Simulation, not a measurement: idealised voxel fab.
process module | voxel capacitor over wiring
cross-section cut | 205 nm wide | cells 5 nm
A cross-section is a grid of square cells, given in bands from the top down. A band is one or more rows of cells.
Each band's line starts with the height of the band's top and of its bottom, in nm. Then come its materials from left to right, each with its width in nm. One material with "throughout" fills the band from edge to edge. "air" is empty space.
Height 0 is the level under which the wafer as received is all one material. The lowest band goes on downwards, as in "0 down".
A width such as "30 to 40" changes by the same amount from each row of cells to the next, from the band's top row to its bottom row.
"no change" after a step means that no cell of the cross-section changed.
closed voids: empty space of 8 cells or more with no open way to the top, each as width x height at its distance from the left edge, in nm
after a step's settings: what the simulator itself notes on the step
overlay nm, on a step with a mask: how far to the right of its planned place the mask lay; to the left if negative
Each pair below shows a cross-section before one step and the cross-section after it, down to the lowest band that changed. The line under each pair gives the step between them, with its settings. The pairs can come from different runs of this module on the same starting wafer, so a pair continues from the pair above only where its "before" says so.
before
  85 to 65: resist 55 | air 15 | resist 135
  65 to 55: SiO2 throughout
  55 to 40: SiCN throughout
  40 to 20: lowk 40 | SiCN 5 | Ru 25 | SiCN 5 | lowk 55 | SiCN 5 | Ru 25 | SiCN 5 | lowk 40
  20 to 15: SiCN 45 | TiN 25 | SiCN 65 | TiN 25 | SiCN 45
  15 to 0: SiO2 throughout
  0 down: Si throughout
  closed voids: none
after
  85 to 65: resist 55 | air 15 | resist 135
  65 to 55: SiO2 55 | air 15 | SiO2 135
  below 55: unchanged
  closed voids: none
the step between: op DIRECTIONAL_ETCH | etch materials SiO2 | depth nm 10
before: the cross-section after the pair above
after
  85 to 65: resist 55 | air 15 | resist 135
  65 to 55: SiO2 55 | air 15 | SiO2 135
  55 to 50: SiCN 55 | air 15 | SiCN 135
  below 50: unchanged
  closed voids: none
the step between: op DIRECTIONAL_ETCH | etch materials SiCN | depth nm 5
before: the cross-section after the pair above
after
  65 to 55: SiO2 55 | air 15 | SiO2 135
  below 55: unchanged
  closed voids: none
the step between: op STRIP | etch materials resist
before: the cross-section after the pair above
after
  75 to 65: TiN 55 | air 15 | TiN 135
  65 to 60: SiO2 55 | air 15 | SiO2 135
  60 to 55: SiO2 55 | TiN 15 | SiO2 135
  55 to 50: SiCN 55 | TiN 15 | SiCN 135
  below 50: unchanged
  closed voids: none
the step between: op DIRECTIONAL_DEP | material TiN | thk nm 10
before: the cross-section after the pair above
after
  80 to 75: Al2O3 55 | air 15 | Al2O3 135
  75 to 65: TiN 55 | air 15 | TiN 135
  65 to 60: SiO2 55 | Al2O3 15 | SiO2 135
  below 60: unchanged
  closed voids: none
the step between: op DIRECTIONAL_DEP | material Al2O3 | thk nm 5
before: the cross-section after the pair above
after
  90 to 80: TiN 55 | air 15 | TiN 135
  80 to 75: Al2O3 55 | air 15 | Al2O3 135
  75 to 65: TiN throughout
  below 65: unchanged
  closed voids: none
the step between: op DIRECTIONAL_DEP | material TiN | thk nm 10
before: the cross-section after the pair above
after
  105 to 90: air 55 | resist 70 | air 80
  90 to 80: TiN 55 | resist 15 | TiN 135
  80 to 75: Al2O3 55 | resist 15 | Al2O3 135
  below 75: unchanged
  closed voids: none
the step between: op PATTERN | tone cover | mask id UPPER_PLATE | material resist | width nm 70 | thk nm 15 | overlay nm 0
before: the cross-section after the pair above
after
  105 to 90: air 55 | resist 70 | air 80
  90 to 80: air 55 | resist 15 | TiN 55 | air 80
  below 80: unchanged
  closed voids: none
the step between: op DIRECTIONAL_ETCH | etch materials TiN | depth nm 10
before: the cross-section after the pair above
after
  105 to 90: air 55 | resist 70 | air 80
  90 to 80: air 55 | resist 15 | TiN 55 | air 80
  80 to 75: air 55 | resist 15 | Al2O3 55 | air 80
  below 75: unchanged
  closed voids: none
the step between: op DIRECTIONAL_ETCH | etch materials Al2O3 | depth nm 5
before: the cross-section after the pair above
after
  90 to 80: air 70 | TiN 55 | air 80
  80 to 75: air 70 | Al2O3 55 | air 80
  below 75: unchanged
  closed voids: none
the step between: op STRIP | etch materials resist
before: the cross-section after the pair above
after
  110 to 90: air 50 | resist 80 | air 75
  90 to 80: air 50 | resist 20 | TiN 55 | resist 5 | air 75
  80 to 75: air 50 | resist 20 | Al2O3 55 | resist 5 | air 75
  below 75: unchanged
  closed voids: none
the step between: op PATTERN | tone cover | mask id LOWER_PLATE | material resist | width nm 80 | thk nm 20 | overlay nm 0
before: the cross-section after the pair above
after
  110 to 90: air 50 | resist 80 | air 75
  90 to 80: air 50 | resist 20 | TiN 55 | resist 5 | air 75
  80 to 75: air 50 | resist 20 | Al2O3 55 | resist 5 | air 75
  75 to 65: air 50 | TiN 80 | air 75
  below 65: unchanged
  closed voids: none
the step between: op DIRECTIONAL_ETCH | etch materials TiN | depth nm 10
before: the cross-section after the pair above
after
  90 to 80: air 70 | TiN 55 | air 80
  80 to 75: air 70 | Al2O3 55 | air 80
  below 75: unchanged
  closed voids: none
the step between: op STRIP | etch materials resist
before: the cross-section after the pair above
after
  110 to 90: SiO2 throughout
  90 to 80: SiO2 70 | TiN 55 | SiO2 80
  80 to 75: SiO2 70 | Al2O3 55 | SiO2 80
  75 to 65: SiO2 50 | TiN 80 | SiO2 75
  below 65: unchanged
  closed voids: none
the step between: op FILL_DEP | material SiO2 | thk nm 20
before: the cross-section after the pair above
after
  95 to 90: SiO2 throughout
  below 90: unchanged
  closed voids: none
the step between: op CMP | height nm 95
before: the cross-section after the pair above
after
  110 to 95: aC throughout
  below 95: unchanged
  closed voids: none
the step between: op DIRECTIONAL_DEP | material aC | thk nm 15
before: the cross-section after the pair above
after
  140 to 110: resist 65 | air 15 | resist 125
  below 110: unchanged
  closed voids: none
the step between: op PATTERN | tone open | mask id PLUG_2 | material resist | width nm 15 | thk nm 30 | overlay nm 0
before: the cross-section after the pair above
after
  125 to 110: resist 65 | air 15 | resist 125
  110 to 95: aC 65 | air 15 | aC 125
  below 95: unchanged
  closed voids: none
the step between: op DIRECTIONAL_ETCH | etch materials aC | depth nm 15
before: the cross-section after the pair above
after
  110 to 95: aC 65 | air 15 | aC 125
  below 95: unchanged
  closed voids: none
the step between: op STRIP | etch materials resist
before: the cross-section after the pair above
after
  110 to 95: aC 65 | air 15 | aC 125
  95 to 90: SiO2 65 | air 15 | SiO2 125
  90 to 80: SiO2 65 | air 5 | TiN 55 | SiO2 80
  below 80: unchanged
  closed voids: none
the step between: op DIRECTIONAL_ETCH | etch materials SiO2 | depth nm 15
before: the cross-section after the pair above
after
  95 to 90: SiO2 65 | air 15 | SiO2 125
  below 90: unchanged
  closed voids: none
the step between: op STRIP | etch materials aC
before: the cross-section after the pair above
after
  100 to 95: TiN 70 | air 5 | TiN 130
  95 to 90: SiO2 65 | TiN 15 | SiO2 125
  90 to 80: SiO2 65 | TiN 60 | SiO2 80
  below 80: unchanged
  closed voids: none
the step between: op CONFORMAL_DEP | material TiN | thk nm 5
before: the cross-section after the pair above
after
  110 to 100: W throughout
  100 to 95: TiN 70 | W 5 | TiN 130
  below 95: unchanged
  closed voids: none
the step between: op FILL_DEP | material W | thk nm 10
before: the cross-section after the pair above
after
  95 to 90: SiO2 65 | TiN 15 | SiO2 125
  below 90: unchanged
  closed voids: none
the step between: op CMP | height nm 95
before: the cross-section after the pair above
after
  100 to 95: SiCN throughout
  below 95: unchanged
  closed voids: none
the step between: op CONFORMAL_DEP | material SiCN | thk nm 5
before
  55 to 45: SiO2 throughout
  45 to 40: SiCN throughout
  40 to 20: lowk 40 | SiCN 5 | Ru 25 | SiCN 5 | lowk 55 | SiCN 5 | Ru 25 | SiCN 5 | lowk 40
  20 to 15: SiCN 45 | TiN 25 | SiCN 65 | TiN 25 | SiCN 45
  15 to 0: SiO2 throughout
  0 down: Si throughout
  closed voids: none
after
  75 to 55: resist 55 | air 20 | resist 130
  below 55: unchanged
  closed voids: none
the step between: op PATTERN | tone open | mask id PLUG_1 | material resist | width nm 20 | thk nm 20 | overlay nm 0
before: the cross-section after the pair above
after
  75 to 55: resist 55 | air 20 | resist 130
  55 to 45: SiO2 55 | air 20 | SiO2 130
  below 45: unchanged
  closed voids: none
the step between: op DIRECTIONAL_ETCH | etch materials SiO2 | depth nm 10
before: the cross-section after the pair above
after
  75 to 55: resist 55 | air 20 | resist 130
  55 to 45: SiO2 55 | air 20 | SiO2 130
  45 to 40: SiCN 55 | air 20 | SiCN 130
  below 40: unchanged
  closed voids: none
the step between: op DIRECTIONAL_ETCH | etch materials SiCN | depth nm 5
before: the cross-section after the pair above
after
  55 to 45: SiO2 55 | air 20 | SiO2 130
  below 45: unchanged
  closed voids: none
the step between: op STRIP | etch materials resist
before: the cross-section after the pair above
after
  55 to 50: SiO2 55 | air 20 | SiO2 130
  50 to 45: SiO2 55 | Ru 20 | SiO2 130
  45 to 40: SiCN 55 | Ru 20 | SiCN 130
  below 40: unchanged
  closed voids: none
the step between: op EPI | material Ru | thk nm 10
before: the cross-section after the pair above
after
  55 to 45: SiO2 55 | Ru 20 | SiO2 130
  below 45: unchanged
  closed voids: none
the step between: op EPI | material Ru | thk nm 5
before: the cross-section after the pair above
after
  65 to 55: TiN throughout
  below 55: unchanged
  closed voids: none
the step between: op DIRECTIONAL_DEP | material TiN | thk nm 10
before: the cross-section after the pair above
after
  70 to 65: Al2O3 throughout
  below 65: unchanged
  closed voids: none
the step between: op DIRECTIONAL_DEP | material Al2O3 | thk nm 5
before: the cross-section after the pair above
after
  80 to 70: TiN throughout
  below 70: unchanged
  closed voids: none
the step between: op DIRECTIONAL_DEP | material TiN | thk nm 10
before: the cross-section after the pair above
after
  95 to 80: air 55 | resist 70 | air 80
  below 80: unchanged
  closed voids: none
the step between: op PATTERN | tone cover | mask id UPPER_PLATE | material resist | width nm 70 | thk nm 15 | overlay nm 0
before: the cross-section after the pair above
after
  95 to 80: air 55 | resist 70 | air 80
  80 to 70: air 55 | TiN 70 | air 80
  below 70: unchanged
  closed voids: none
the step between: op DIRECTIONAL_ETCH | etch materials TiN | depth nm 10
before: the cross-section after the pair above
after
  95 to 80: air 55 | resist 70 | air 80
  80 to 70: air 55 | TiN 70 | air 80
  70 to 65: air 55 | Al2O3 70 | air 80
  below 65: unchanged
  closed voids: none
the step between: op DIRECTIONAL_ETCH | etch materials Al2O3 | depth nm 5
before: the cross-section after the pair above
after
  80 to 70: air 55 | TiN 70 | air 80
  below 70: unchanged
  closed voids: none
the step between: op STRIP | etch materials resist
before: the cross-section after the pair above
after
  100 to 80: air 50 | resist 80 | air 75
  80 to 70: air 50 | resist 5 | TiN 70 | resist 5 | air 75
  70 to 65: air 50 | resist 5 | Al2O3 70 | resist 5 | air 75
  below 65: unchanged
  closed voids: none
the step between: op PATTERN | tone cover | mask id LOWER_PLATE | material resist | width nm 80 | thk nm 20 | overlay nm 0
before: the cross-section after the pair above
after
  100 to 80: air 50 | resist 80 | air 75
  80 to 70: air 50 | resist 5 | TiN 70 | resist 5 | air 75
  70 to 65: air 50 | resist 5 | Al2O3 70 | resist 5 | air 75
  65 to 55: air 50 | TiN 80 | air 75
  below 55: unchanged
  closed voids: none
the step between: op DIRECTIONAL_ETCH | etch materials TiN | depth nm 10
before: the cross-section after the pair above
after
  80 to 70: air 55 | TiN 70 | air 80
  70 to 65: air 55 | Al2O3 70 | air 80
  below 65: unchanged
  closed voids: none
the step between: op STRIP | etch materials resist
before: the cross-section after the pair above
after
  100 to 80: SiO2 throughout
  80 to 70: SiO2 55 | TiN 70 | SiO2 80
  70 to 65: SiO2 55 | Al2O3 70 | SiO2 80
  65 to 55: SiO2 50 | TiN 80 | SiO2 75
  below 55: unchanged
  closed voids: none
the step between: op FILL_DEP | material SiO2 | thk nm 20
before: the cross-section after the pair above
after
  95 to 80: SiO2 throughout
  below 80: unchanged
  closed voids: none
the step between: op CMP | height nm 95
before: the cross-section after the pair above
after
  110 to 95: aC throughout
  below 95: unchanged
  closed voids: none
the step between: op DIRECTIONAL_DEP | material aC | thk nm 15
before: the cross-section after the pair above
after
  140 to 110: resist 65 | air 15 | resist 125
  below 110: unchanged
  closed voids: none
the step between: op PATTERN | tone open | mask id PLUG_2 | material resist | width nm 15 | thk nm 30 | overlay nm 0
before: the cross-section after the pair above
after
  125 to 110: resist 65 | air 15 | resist 125
  110 to 95: aC 65 | air 15 | aC 125
  below 95: unchanged
  closed voids: none
the step between: op DIRECTIONAL_ETCH | etch materials aC | depth nm 15
before: the cross-section after the pair above
after
  110 to 95: aC 65 | air 15 | aC 125
  below 95: unchanged
  closed voids: none
the step between: op STRIP | etch materials resist
before: the cross-section after the pair above
after
  110 to 95: aC 65 | air 15 | aC 125
  95 to 80: SiO2 65 | air 15 | SiO2 125
  below 80: unchanged
  closed voids: none
the step between: op DIRECTIONAL_ETCH | etch materials SiO2 | depth nm 15
before: the cross-section after the pair above
after
  95 to 80: SiO2 65 | air 15 | SiO2 125
  below 80: unchanged
  closed voids: none
the step between: op STRIP | etch materials aC
before: the cross-section after the pair above
after
  100 to 95: TiN 70 | air 5 | TiN 130
  95 to 85: SiO2 65 | TiN 5 | air 5 | TiN 5 | SiO2 125
  85 to 80: SiO2 65 | TiN 15 | SiO2 125
  below 80: unchanged
  closed voids: none
the step between: op CONFORMAL_DEP | material TiN | thk nm 5
before: the cross-section after the pair above
after
  110 to 100: W throughout
  100 to 95: TiN 70 | W 5 | TiN 130
  95 to 85: SiO2 65 | TiN 5 | W 5 | TiN 5 | SiO2 125
  below 85: unchanged
  closed voids: none
the step between: op FILL_DEP | material W | thk nm 10
before: the cross-section after the pair above
after
  95 to 85: SiO2 65 | TiN 5 | W 5 | TiN 5 | SiO2 125
  below 85: unchanged
  closed voids: none
the step between: op CMP | height nm 95
before: the cross-section after the pair above
after
  100 to 95: SiCN throughout
  below 95: unchanged
  closed voids: none
the step between: op CONFORMAL_DEP | material SiCN | thk nm 5
before
  80 to 70: air 55 | TiN 70 | air 80
  70 to 65: air 55 | Al2O3 70 | air 80
  65 to 55: TiN throughout
  55 to 45: SiO2 55 | Ru 15 | SiO2 135
  45 to 40: SiCN 55 | Ru 15 | SiCN 135
  40 to 20: lowk 40 | SiCN 5 | Ru 25 | SiCN 5 | lowk 55 | SiCN 5 | Ru 25 | SiCN 5 | lowk 40
  20 to 15: SiCN 45 | TiN 25 | SiCN 65 | TiN 25 | SiCN 45
  15 to 0: SiO2 throughout
  0 down: Si throughout
  closed voids: none
after
  100 to 80: air 60 | resist 80 | air 65
  80 to 70: air 55 | TiN 70 | resist 15 | air 65
  70 to 65: air 55 | Al2O3 70 | resist 15 | air 65
  below 65: unchanged
  closed voids: none
the step between: op PATTERN | tone cover | mask id LOWER_PLATE | material resist | width nm 80 | thk nm 20 | overlay nm 10
before: the cross-section after the pair above
after
  100 to 80: air 60 | resist 80 | air 65
  80 to 70: air 60 | TiN 65 | resist 15 | air 65
  70 to 65: air 55 | Al2O3 70 | resist 15 | air 65
  65 to 55: air 55 | TiN 85 | air 65
  below 55: unchanged
  closed voids: none
the step between: op DIRECTIONAL_ETCH | etch materials TiN | depth nm 10
before: the cross-section after the pair above
after
  80 to 70: air 60 | TiN 65 | air 80
  70 to 65: air 55 | Al2O3 70 | air 80
  below 65: unchanged
  closed voids: none
the step between: op STRIP | etch materials resist
before: the cross-section after the pair above
after
  100 to 80: SiO2 throughout
  80 to 70: SiO2 60 | TiN 65 | SiO2 80
  70 to 65: SiO2 55 | Al2O3 70 | SiO2 80
  65 to 55: SiO2 55 | TiN 85 | SiO2 65
  below 55: unchanged
  closed voids: none
the step between: op FILL_DEP | material SiO2 | thk nm 20
before: the cross-section after the pair above
after
  95 to 80: SiO2 throughout
  below 80: unchanged
  closed voids: none
the step between: op CMP | height nm 95
before: the cross-section after the pair above
after
  110 to 95: aC throughout
  below 95: unchanged
  closed voids: none
the step between: op DIRECTIONAL_DEP | material aC | thk nm 15
before: the cross-section after the pair above
after
  140 to 110: resist 65 | air 15 | resist 125
  below 110: unchanged
  closed voids: none
the step between: op PATTERN | tone open | mask id PLUG_2 | material resist | width nm 15 | thk nm 30 | overlay nm 0
before: the cross-section after the pair above
after
  125 to 110: resist 65 | air 15 | resist 125
  110 to 95: aC 65 | air 15 | aC 125
  below 95: unchanged
  closed voids: none
the step between: op DIRECTIONAL_ETCH | etch materials aC | depth nm 15
before: the cross-section after the pair above
after
  110 to 95: aC 65 | air 15 | aC 125
  below 95: unchanged
  closed voids: none
the step between: op STRIP | etch materials resist
before: the cross-section after the pair above
after
  110 to 95: aC 65 | air 15 | aC 125
  95 to 80: SiO2 65 | air 15 | SiO2 125
  below 80: unchanged
  closed voids: none
the step between: op DIRECTIONAL_ETCH | etch materials SiO2 | depth nm 15
before: the cross-section after the pair above
after
  95 to 80: SiO2 65 | air 15 | SiO2 125
  below 80: unchanged
  closed voids: none
the step between: op STRIP | etch materials aC
before: the cross-section after the pair above
after
  100 to 95: TiN 70 | air 5 | TiN 130
  95 to 85: SiO2 65 | TiN 5 | air 5 | TiN 5 | SiO2 125
  85 to 80: SiO2 65 | TiN 15 | SiO2 125
  below 80: unchanged
  closed voids: none
the step between: op CONFORMAL_DEP | material TiN | thk nm 5
before: the cross-section after the pair above
after
  110 to 100: W throughout
  100 to 95: TiN 70 | W 5 | TiN 130
  95 to 85: SiO2 65 | TiN 5 | W 5 | TiN 5 | SiO2 125
  below 85: unchanged
  closed voids: none
the step between: op FILL_DEP | material W | thk nm 10
before: the cross-section after the pair above
after
  95 to 85: SiO2 65 | TiN 5 | W 5 | TiN 5 | SiO2 125
  below 85: unchanged
  closed voids: none
the step between: op CMP | height nm 95
before: the cross-section after the pair above
after
  100 to 95: SiCN throughout
  below 95: unchanged
  closed voids: none
the step between: op CONFORMAL_DEP | material SiCN | thk nm 5
before
  65 to 55: TiN throughout
  55 to 45: SiO2 55 | Ru 15 | SiO2 135
  45 to 40: SiCN 55 | Ru 15 | SiCN 135
  40 to 20: lowk 40 | SiCN 5 | Ru 25 | SiCN 5 | lowk 55 | SiCN 5 | Ru 25 | SiCN 5 | lowk 40
  20 to 15: SiCN 45 | TiN 25 | SiCN 65 | TiN 25 | SiCN 45
  15 to 0: SiO2 throughout
  0 down: Si throughout
  closed voids: none
after
  70 to 65: aC throughout
  below 65: unchanged
  closed voids: none
the step between: op DIRECTIONAL_DEP | material aC | thk nm 5
before: the cross-section after the pair above
after
  80 to 70: TiN throughout
  below 70: unchanged
  closed voids: none
the step between: op DIRECTIONAL_DEP | material TiN | thk nm 10
before: the cross-section after the pair above
after
  95 to 80: air 55 | resist 70 | air 80
  below 80: unchanged
  closed voids: none
the step between: op PATTERN | tone cover | mask id UPPER_PLATE | material resist | width nm 70 | thk nm 15 | overlay nm 0
before: the cross-section after the pair above
after
  95 to 80: air 55 | resist 70 | air 80
  80 to 70: air 55 | TiN 70 | air 80
  below 70: unchanged
  closed voids: none
the step between: op DIRECTIONAL_ETCH | etch materials TiN | depth nm 10
before: the cross-section after the pair above
after
  80 to 70: air 55 | TiN 70 | air 80
  below 70: unchanged
  closed voids: none
the step between: op STRIP | etch materials resist
before: the cross-section after the pair above
after
  100 to 80: air 50 | resist 80 | air 75
  80 to 70: air 50 | resist 5 | TiN 70 | resist 5 | air 75
  below 70: unchanged
  closed voids: none
the step between: op PATTERN | tone cover | mask id LOWER_PLATE | material resist | width nm 80 | thk nm 20 | overlay nm 0
before: the cross-section after the pair above
after
  80 to 70: air 55 | TiN 70 | air 80
  below 70: unchanged
  closed voids: none
the step between: op STRIP | etch materials resist
before: the cross-section after the pair above
after
  100 to 80: SiO2 throughout
  80 to 70: SiO2 55 | TiN 70 | SiO2 80
  below 70: unchanged
  closed voids: none
the step between: op FILL_DEP | material SiO2 | thk nm 20
before: the cross-section after the pair above
after
  95 to 80: SiO2 throughout
  below 80: unchanged
  closed voids: none
the step between: op CMP | height nm 95
before: the cross-section after the pair above
after
  110 to 95: aC throughout
  below 95: unchanged
  closed voids: none
the step between: op DIRECTIONAL_DEP | material aC | thk nm 15
before: the cross-section after the pair above
after
  140 to 110: resist 65 | air 15 | resist 125
  below 110: unchanged
  closed voids: none
the step between: op PATTERN | tone open | mask id PLUG_2 | material resist | width nm 15 | thk nm 30 | overlay nm 0
before: the cross-section after the pair above
after
  125 to 110: resist 65 | air 15 | resist 125
  110 to 95: aC 65 | air 15 | aC 125
  below 95: unchanged
  closed voids: none
the step between: op DIRECTIONAL_ETCH | etch materials aC | depth nm 15
before: the cross-section after the pair above
after
  110 to 95: aC 65 | air 15 | aC 125
  below 95: unchanged
  closed voids: none
the step between: op STRIP | etch materials resist
before: the cross-section after the pair above
after
  110 to 95: aC 65 | air 15 | aC 125
  95 to 80: SiO2 65 | air 15 | SiO2 125
  below 80: unchanged
  closed voids: none
the step between: op DIRECTIONAL_ETCH | etch materials SiO2 | depth nm 15
before: the cross-section after the pair above
after
  95 to 80: SiO2 65 | air 15 | SiO2 125
  below 80: unchanged
  closed voids: none
the step between: op STRIP | etch materials aC
before: the cross-section after the pair above
after
  100 to 95: TiN 70 | air 5 | TiN 130
  95 to 85: SiO2 65 | TiN 5 | air 5 | TiN 5 | SiO2 125
  85 to 80: SiO2 65 | TiN 15 | SiO2 125
  below 80: unchanged
  closed voids: none
the step between: op CONFORMAL_DEP | material TiN | thk nm 5
before: the cross-section after the pair above
after
  110 to 100: W throughout
  100 to 95: TiN 70 | W 5 | TiN 130
  95 to 85: SiO2 65 | TiN 5 | W 5 | TiN 5 | SiO2 125
  below 85: unchanged
  closed voids: none
the step between: op FILL_DEP | material W | thk nm 10
before: the cross-section after the pair above
after
  95 to 85: SiO2 65 | TiN 5 | W 5 | TiN 5 | SiO2 125
  below 85: unchanged
  closed voids: none
the step between: op CMP | height nm 95
before: the cross-section after the pair above
after
  100 to 95: SiCN throughout
  below 95: unchanged
  closed voids: none
the step between: op CONFORMAL_DEP | material SiCN | thk nm 5
before
  40 to 20: Ru throughout
  20 to 15: TiN throughout
  15 to 0: SiO2 throughout
  0 down: Si throughout
  closed voids: none
after
  60 to 40: resist 45 | air 25 | resist 65 | air 25 | resist 45
  below 40: unchanged
  closed voids: none
the step between: op PATTERN | tone open | mask id METAL_1 | material resist | width nm 25 | pitch nm 90 | thk nm 20 | overlay nm 0
before: the cross-section after the pair above
after
  60 to 40: resist 45 | air 25 | resist 65 | air 25 | resist 45
  40 to 20: Ru 45 | air 25 | Ru 65 | air 25 | Ru 45
  below 20: unchanged
  closed voids: none
the step between: op DIRECTIONAL_ETCH | etch materials Ru | depth nm 20
before: the cross-section after the pair above
after
  60 to 40: resist 45 | air 25 | resist 65 | air 25 | resist 45
  40 to 20: Ru 45 | air 25 | Ru 65 | air 25 | Ru 45
  20 to 15: TiN 45 | air 25 | TiN 65 | air 25 | TiN 45
  below 15: unchanged
  closed voids: none
the step between: op DIRECTIONAL_ETCH | etch materials TiN | depth nm 5
before: the cross-section after the pair above
after
  40 to 20: Ru 45 | air 25 | Ru 65 | air 25 | Ru 45
  below 20: unchanged
  closed voids: none
the step between: op STRIP | etch materials resist
before: the cross-section after the pair above
after
  45 to 40: SiCN 50 | air 15 | SiCN 75 | air 15 | SiCN 50
  40 to 20: Ru 45 | SiCN 5 | air 15 | SiCN 5 | Ru 65 | SiCN 5 | air 15 | SiCN 5 | Ru 45
  20 to 15: TiN 45 | SiCN 25 | TiN 65 | SiCN 25 | TiN 45
  below 15: unchanged
  closed voids: none
the step between: op CONFORMAL_DEP | material SiCN | thk nm 5
before: the cross-section after the pair above
after
  50 to 45: lowk throughout
  45 to 40: SiCN 50 | lowk 15 | SiCN 75 | lowk 15 | SiCN 50
  40 to 20: Ru 45 | SiCN 5 | lowk 15 | SiCN 5 | Ru 65 | SiCN 5 | lowk 15 | SiCN 5 | Ru 45
  below 20: unchanged
  closed voids: none
the step between: op FILL_DEP | material lowk | thk nm 5
before: the cross-section after the pair above
after
  40 to 20: Ru 45 | SiCN 5 | lowk 15 | SiCN 5 | Ru 65 | SiCN 5 | lowk 15 | SiCN 5 | Ru 45
  below 20: unchanged
  closed voids: none
the step between: op CMP | height nm 40
before: the cross-section after the pair above
after
  45 to 40: SiCN throughout
  below 40: unchanged
  closed voids: none
the step between: op CONFORMAL_DEP | material SiCN | thk nm 5
before: the cross-section after the pair above
after
  55 to 45: SiO2 throughout
  below 45: unchanged
  closed voids: none
the step between: op DIRECTIONAL_DEP | material SiO2 | thk nm 10
before: the cross-section after the pair above
after
  75 to 55: resist 55 | air 15 | resist 135
  below 55: unchanged
  closed voids: none
the step between: op PATTERN | tone open | mask id PLUG_1 | material resist | width nm 15 | thk nm 20 | overlay nm 0
before: the cross-section after the pair above
after
  75 to 55: resist 55 | air 15 | resist 135
  55 to 45: SiO2 55 | air 15 | SiO2 135
  below 45: unchanged
  closed voids: none
the step between: op DIRECTIONAL_ETCH | etch materials SiO2 | depth nm 10
before: the cross-section after the pair above
after
  75 to 55: resist 55 | air 15 | resist 135
  55 to 45: SiO2 55 | air 15 | SiO2 135
  45 to 40: SiCN 55 | air 15 | SiCN 135
  below 40: unchanged
  closed voids: none
the step between: op DIRECTIONAL_ETCH | etch materials SiCN | depth nm 5
before: the cross-section after the pair above
after
  55 to 45: SiO2 55 | air 15 | SiO2 135
  below 45: unchanged
  closed voids: none
the step between: op STRIP | etch materials resist
before: the cross-section after the pair above
after
  65 to 55: TiN 55 | air 15 | TiN 135
  55 to 50: SiO2 55 | air 15 | SiO2 135
  50 to 45: SiO2 55 | TiN 15 | SiO2 135
  45 to 40: SiCN 55 | TiN 15 | SiCN 135
  below 40: unchanged
  closed voids: none
the step between: op DIRECTIONAL_DEP | material TiN | thk nm 10
before: the cross-section after the pair above
after
  70 to 65: Al2O3 55 | air 15 | Al2O3 135
  65 to 55: TiN 55 | air 15 | TiN 135
  55 to 50: SiO2 55 | Al2O3 15 | SiO2 135
  below 50: unchanged
  closed voids: none
the step between: op DIRECTIONAL_DEP | material Al2O3 | thk nm 5
before: the cross-section after the pair above
after
  80 to 70: TiN 55 | air 15 | TiN 135
  70 to 65: Al2O3 55 | air 15 | Al2O3 135
  65 to 55: TiN throughout
  below 55: unchanged
  closed voids: none
the step between: op DIRECTIONAL_DEP | material TiN | thk nm 10
before: the cross-section after the pair above
after
  95 to 80: air 55 | resist 70 | air 80
  80 to 70: TiN 55 | resist 15 | TiN 135
  70 to 65: Al2O3 55 | resist 15 | Al2O3 135
  below 65: unchanged
  closed voids: none
the step between: op PATTERN | tone cover | mask id UPPER_PLATE | material resist | width nm 70 | thk nm 15 | overlay nm 0
before: the cross-section after the pair above
after
  95 to 80: air 55 | resist 70 | air 80
  80 to 70: air 55 | resist 15 | TiN 55 | air 80
  below 70: unchanged
  closed voids: none
the step between: op DIRECTIONAL_ETCH | etch materials TiN | depth nm 10
before: the cross-section after the pair above
after
  95 to 80: air 55 | resist 70 | air 80
  80 to 70: air 55 | resist 15 | TiN 55 | air 80
  70 to 65: air 55 | resist 15 | Al2O3 55 | air 80
  below 65: unchanged
  closed voids: none
the step between: op DIRECTIONAL_ETCH | etch materials Al2O3 | depth nm 5
before: the cross-section after the pair above
after
  80 to 70: air 70 | TiN 55 | air 80
  70 to 65: air 70 | Al2O3 55 | air 80
  below 65: unchanged
  closed voids: none
the step between: op STRIP | etch materials resist
before: the cross-section after the pair above
after
  100 to 80: air 50 | resist 80 | air 75
  80 to 70: air 50 | resist 20 | TiN 55 | resist 5 | air 75
  70 to 65: air 50 | resist 20 | Al2O3 55 | resist 5 | air 75
  below 65: unchanged
  closed voids: none
the step between: op PATTERN | tone cover | mask id LOWER_PLATE | material resist | width nm 80 | thk nm 20 | overlay nm 0
before: the cross-section after the pair above
after
  100 to 80: air 50 | resist 80 | air 75
  80 to 70: air 50 | resist 20 | TiN 55 | resist 5 | air 75
  70 to 65: air 50 | resist 20 | Al2O3 55 | resist 5 | air 75
  65 to 55: air 50 | TiN 80 | air 75
  below 55: unchanged
  closed voids: none
the step between: op DIRECTIONAL_ETCH | etch materials TiN | depth nm 10
before: the cross-section after the pair above
after
  80 to 70: air 70 | TiN 55 | air 80
  70 to 65: air 70 | Al2O3 55 | air 80
  below 65: unchanged
  closed voids: none
the step between: op STRIP | etch materials resist
before: the cross-section after the pair above
after
  100 to 80: SiO2 throughout
  80 to 70: SiO2 70 | TiN 55 | SiO2 80
  70 to 65: SiO2 70 | Al2O3 55 | SiO2 80
  65 to 55: SiO2 50 | TiN 80 | SiO2 75
  below 55: unchanged
  closed voids: none
the step between: op FILL_DEP | material SiO2 | thk nm 20
before: the cross-section after the pair above
after
  95 to 80: SiO2 throughout
  below 80: unchanged
  closed voids: none
the step between: op CMP | height nm 95
before: the cross-section after the pair above
after
  110 to 95: aC throughout
  below 95: unchanged
  closed voids: none
the step between: op DIRECTIONAL_DEP | material aC | thk nm 15
before: the cross-section after the pair above
after
  140 to 110: resist 65 | air 15 | resist 125
  below 110: unchanged
  closed voids: none
the step between: op PATTERN | tone open | mask id PLUG_2 | material resist | width nm 15 | thk nm 30 | overlay nm 0
before: the cross-section after the pair above
after
  125 to 110: resist 65 | air 15 | resist 125
  110 to 95: aC 65 | air 15 | aC 125
  below 95: unchanged
  closed voids: none
the step between: op DIRECTIONAL_ETCH | etch materials aC | depth nm 15
before: the cross-section after the pair above
after
  110 to 95: aC 65 | air 15 | aC 125
  below 95: unchanged
  closed voids: none
the step between: op STRIP | etch materials resist
before: the cross-section after the pair above
after
  110 to 95: aC 65 | air 15 | aC 125
  95 to 80: SiO2 65 | air 15 | SiO2 125
  below 80: unchanged
  closed voids: none
the step between: op DIRECTIONAL_ETCH | etch materials SiO2 | depth nm 15
before: the cross-section after the pair above
after
  95 to 80: SiO2 65 | air 15 | SiO2 125
  below 80: unchanged
  closed voids: none
the step between: op STRIP | etch materials aC
before: the cross-section after the pair above
after
  100 to 95: TiN 70 | air 5 | TiN 130
  95 to 85: SiO2 65 | TiN 5 | air 5 | TiN 5 | SiO2 125
  85 to 80: SiO2 65 | TiN 15 | SiO2 125
  below 80: unchanged
  closed voids: none
the step between: op CONFORMAL_DEP | material TiN | thk nm 5
before: the cross-section after the pair above
after
  110 to 100: W throughout
  100 to 95: TiN 70 | W 5 | TiN 130
  95 to 85: SiO2 65 | TiN 5 | W 5 | TiN 5 | SiO2 125
  below 85: unchanged
  closed voids: none
the step between: op FILL_DEP | material W | thk nm 10
